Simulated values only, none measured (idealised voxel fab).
voxel ribs on slabs: a process module
Cross-section cut spans 285 nm and uses square cells 5 nm in size.
Cross-section = grid of square cells, listed top down in bands; band = one or more rows.
For a band, the entry starts with two heights in nm, that of the top and then that of the bottom, and carries on with the band's materials in order from left to right, each alongside its width in nm; the word "edge to edge" beside a single material means it fills the band edge to edge, and "air" means empty space.
For the purposes of this specification, 0 denotes the height below which the wafer in its as-received condition is composed wholly of one material, and the lowermost band, lacking a lower limit, extends downward without end, as expressed in "z 0 and below".
Width "30 to 40": first value at the band's top row of cells, second value at its bottom row, equal change from row to row.
For the purposes of this document, the phrase "no modification" attached to a step denotes that no cell within the cross-section was modified by that step.
Entry "Voids, sealed" = empty spaces >= 8 cells with no open way to the top; each as width x height at distance, distance from left edge, all nm.
Read whatever lies past the settings on a step's line as the simulator's own remark about the step.
Regarding "overlay nm": on a step with a mask, it is the distance the mask lay to the right of its planned place; a negative value places it to the left.
Process steps (planned):
step 1: RECEIVE (material Si)
step 2: DIRECTIONAL_DEP (material SiO2; thk nm 20)
step 3: DIRECTIONAL_DEP (material SiN; thk nm 20)
step 4: DIRECTIONAL_DEP (material aC; thk nm 15)
step 5: PATTERN (tone cover; mask id RIB; material resist; width nm 20; thk nm 30; overlay nm 0)
step 6: DIRECTIONAL_ETCH (etch materials aC; depth nm 5)
step 7: STRIP (etch materials resist)
step 8: DIRECTIONAL_ETCH (etch materials SiN; depth nm 5)
step 9: STRIP (etch materials aC)
step 10: DIRECTIONAL_DEP (material aC; thk nm 15)
step 11: PATTERN (tone cover; mask id SLAB; material resist; width nm 70; thk nm 30; overlay nm 0)
step 12: DIRECTIONAL_ETCH (etch materials aC; depth nm 15)
step 13: STRIP (etch materials resist)
step 14: DIRECTIONAL_ETCH (etch materials SiN; depth nm 15)
step 15: STRIP (etch materials aC)
step 16: FILL_DEP (material SiO2; thk nm 25)
step 17: CMP (height nm 55)
step 18: DIRECTIONAL_DEP (material W; thk nm 10)
step 19: PATTERN (tone cover; mask id HEATER; material resist; width nm 30; thk nm 20; overlay nm 0)
step 20: DIRECTIONAL_ETCH (etch materials W; depth nm 10)
step 21: STRIP (etch materials resist)
step 22: CONFORMAL_DEP (material SiN; thk nm 10)
For clarity, it should be stated that the wafers under discussion commence in an identical condition and differ with respect to the depth nm of step 6, the plan indicating the value that the first wafer had.
The as-received cross-section of the first of several wafers corresponds to the state after step 1:
z 0 and below = Si edge to edge
Voids, sealed: none
Wafer cross-section (first of several) - module end, post step 22 (last step):
z 75 to 65 = air 115; SiN 50; air 120
z 65 to 55 = SiN 125; W 30; SiN 130
z 55 to 40 = SiO2 edge to edge
z 40 to 25 = SiO2 105; SiN 70; SiO2 110
z 25 to 20 = SiN edge to edge
z 20 to 0 = SiO2 edge to edge
z 0 and below = Si edge to edge
Voids, sealed: none
Sectional view of the last wafer upon completion of the module:
z 75 to 65 = air 115; SiN 50; air 120
z 65 to 55 = SiN 125; W 30; SiN 130
z 55 to 40 = SiO2 edge to edge
z 40 to 35 = SiO2 130; SiN 20; SiO2 135
z 35 to 20 = SiO2 105; SiN 70; SiO2 110
z 20 to 0 = SiO2 edge to edge
z 0 and below = Si edge to edge
Voids, sealed: none
Per-wafer rows below. For each material: cells gained (+) or lost (-) since the wafer was received, as of end of module. Then: closed voids:
depth nm 5, +221 SiN, +528 SiO2, +12 W, Voids, sealed: none
depth nm 10, +221 SiN, +528 SiO2, +12 W, Voids, sealed: none
depth nm 15, +168 SiN, +581 SiO2, +12 W, Voids, sealed: none
depth nm 20, +168 SiN, +581 SiO2, +12 W, Voids, sealed: none
depth nm 25, +168 SiN, +581 SiO2, +12 W, Voids, sealed: none
depth nm 30, +168 SiN, +581 SiO2, +12 W, Voids, sealed: none
